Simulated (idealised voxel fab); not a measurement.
A process module follows: voxel ribs on slabs.
It is cross-section cut that appears here, measuring 290 nm in width, its square cells being 5 nm in size.
Cross-section = grid of square cells, listed top down in bands; band = one or more rows.
Quick guide to a band line: top height, bottom height (nm) up front; then every material left to right with its width in nm. Only one material and it's marked "full width"? Then it fills the band edge to edge. And "empty" just means empty space.
Zero point of the height axis is 0; under it, received wafer = one material. Lowest band: continues down indefinitely, "0 and below".
Per-row width for "30->40": begins at first number (top row of band), ends at second number (bottom row), increment between rows held constant.
"identical to before", as given for a step, is the statement that not any cell of the cross-section underwent a change during that step.
The label "Closed void listing" introduces a list of the empty spaces, 8 cells or larger, that have no open way up to the top; each entry in it reads width x height at distance, where the distance is taken from the left edge and all three are stated in nm.
after a step's settings: what the simulator itself notes on the step
Each step line may optionally specify "overlay nm", which for a step with a mask gives the rightward distance between the mask's planned place and where it lay, a negative value indicating the leftward direction.

Steps in the process plan
- 1: RECEIVE [material Si]
- 2: DIRECTIONAL_DEP [material SiO2] [thk nm 25]
- 3: DIRECTIONAL_DEP [material polySi] [thk nm 25]
- 4: PATTERN [tone cover] [mask id RIB] [material resist] [width nm 30] [thk nm 20] [overlay nm 0]
- 5: DIRECTIONAL_ETCH [etch materials polySi] [depth nm 10]
- 6: STRIP [etch materials resist]
- 7: MASKED_ETCH [tone cover] [mask id SLAB] [width nm 90] [etch materials polySi] [depth nm 15] [overlay nm 0]
- 8: FILL_DEP [material SiO2] [thk nm 25]
- 9: CMP [height nm 70]
- 10: DIRECTIONAL_DEP [material TiN] [thk nm 5]
- 11: MASKED_ETCH [tone cover] [mask id HEATER] [width nm 40] [etch materials TiN] [depth nm 5] [overlay nm 0]
- 12: CONFORMAL_DEP [material SiO2] [thk nm 5]

Cross-sectional view of the wafer in its as-received condition, corresponding to the state after step 1
* 0 and below = Si full width
* Closed void listing: none

Figure: cross-sectional view of the wafer upon completion of the module, processed from the initial state and according to the plan depicted above, with one error introduced during execution
* 75 down to 70 = empty 125 / TiN 40 / empty 125
* 70 down to 50 = SiO2 full width
* 50 down to 40 = SiO2 130 / polySi 30 / SiO2 130
* 40 down to 25 = SiO2 100 / polySi 90 / SiO2 100
* 25 down to 0 = SiO2 full width
* 0 and below = Si full width
* Closed void listing: none
Deviation noted in wafer processing: the plan's step 12 was left out and never carried out
